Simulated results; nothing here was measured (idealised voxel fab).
The following is a process module called voxel quadruple lines.
It is cross-section cut that appears here, measuring 255 nm in width, its square cells being 5 nm in size.
Think of the cross-section as a grid of square cells. We describe it in bands, top to bottom, and each band covers one or more rows of those cells.
Band: top height; bottom height; in nm. Then, left to right: material with width in nm, for each material. "throughout": a single material spanning edge to edge. "air": empty space.
Note: height 0 marks the level under which the wafer is uniformly one material as received. Lowest band unbounded below, written "z 0 and below".
The expression "30->40" gives the width at the extremes of the band, the first number at its top row of cells and the second at its bottom row, with the width changing by equal amounts from each row to the next in between.
A step reported as "nothing got changed" is a step in which no cell of the cross-section changed.
In "Closed-off voids" the enclosed voids are listed, meaning empty spaces of 8 cells or larger without any opening to the top. The form is width x height at distance, distance from the left edge, units nm.
If you see something after the settings on a step's line, that's the simulator's own remark about that step.
Among the settings permitted on a step's line is "overlay nm"; applied to a step with a mask, it specifies the extent to which the mask lay to the right of its planned position, whereas a negative figure signifies a position to the left.
Process steps foreseen in the plan
1) RECEIVE [material Si]
2) CONFORMAL_DEP [material Al2O3] [thk nm 10]
3) DIRECTIONAL_DEP [material W] [thk nm 15]
4) DIRECTIONAL_DEP [material polySi] [thk nm 15]
5) DIRECTIONAL_DEP [material aC] [thk nm 20]
6) PATTERN [tone cover] [mask id MANDREL] [material resist] [width nm 30] [thk nm 30] [overlay nm 0]
7) DIRECTIONAL_ETCH [etch materials aC] [depth nm 20]
8) STRIP [etch materials resist]
9) CONFORMAL_DEP [material SiO2] [thk nm 10]
10) DIRECTIONAL_ETCH [etch materials SiO2] [depth nm 10]
11) STRIP [etch materials aC]
12) DIRECTIONAL_ETCH [etch materials polySi] [depth nm 15]
13) STRIP [etch materials SiO2]
14) CONFORMAL_DEP [material SiN] [thk nm 10]
15) DIRECTIONAL_ETCH [etch materials SiN] [depth nm 10]
16) STRIP [etch materials polySi]
17) DIRECTIONAL_ETCH [etch materials W] [depth nm 15]
18) STRIP [etch materials SiN]
Cross-section, incoming material, after step 1
    z 0 and below: Si throughout
    Closed-off voids: none
End-of-module cross-section of the first of two wafers, processed as planned
    z 25 to 10: 90 nm air / 10 nm W / 10 nm air / 10 nm W / 10 nm air / 10 nm W / 10 nm air / 10 nm W / 95 nm air
    z 10 to 0: Al2O3 throughout
    z 0 and below: Si throughout
    Closed-off voids: none
Second of two wafers, module complete, sectioned: it shares the first wafer's start and plan but was run with one mistake
    z 25 to 10: 90 nm air / 10 nm W / 50 nm air / 10 nm W / 95 nm air
    z 10 to 0: Al2O3 throughout
    z 0 and below: Si throughout
    Closed-off voids: none
what went wrong: steps 11 and 12 of the plan were each performed in the slot designated for the other
Wrapping up, a cell-based count of both wafers puts the second over or under the first for these materials: 12 fewer of W
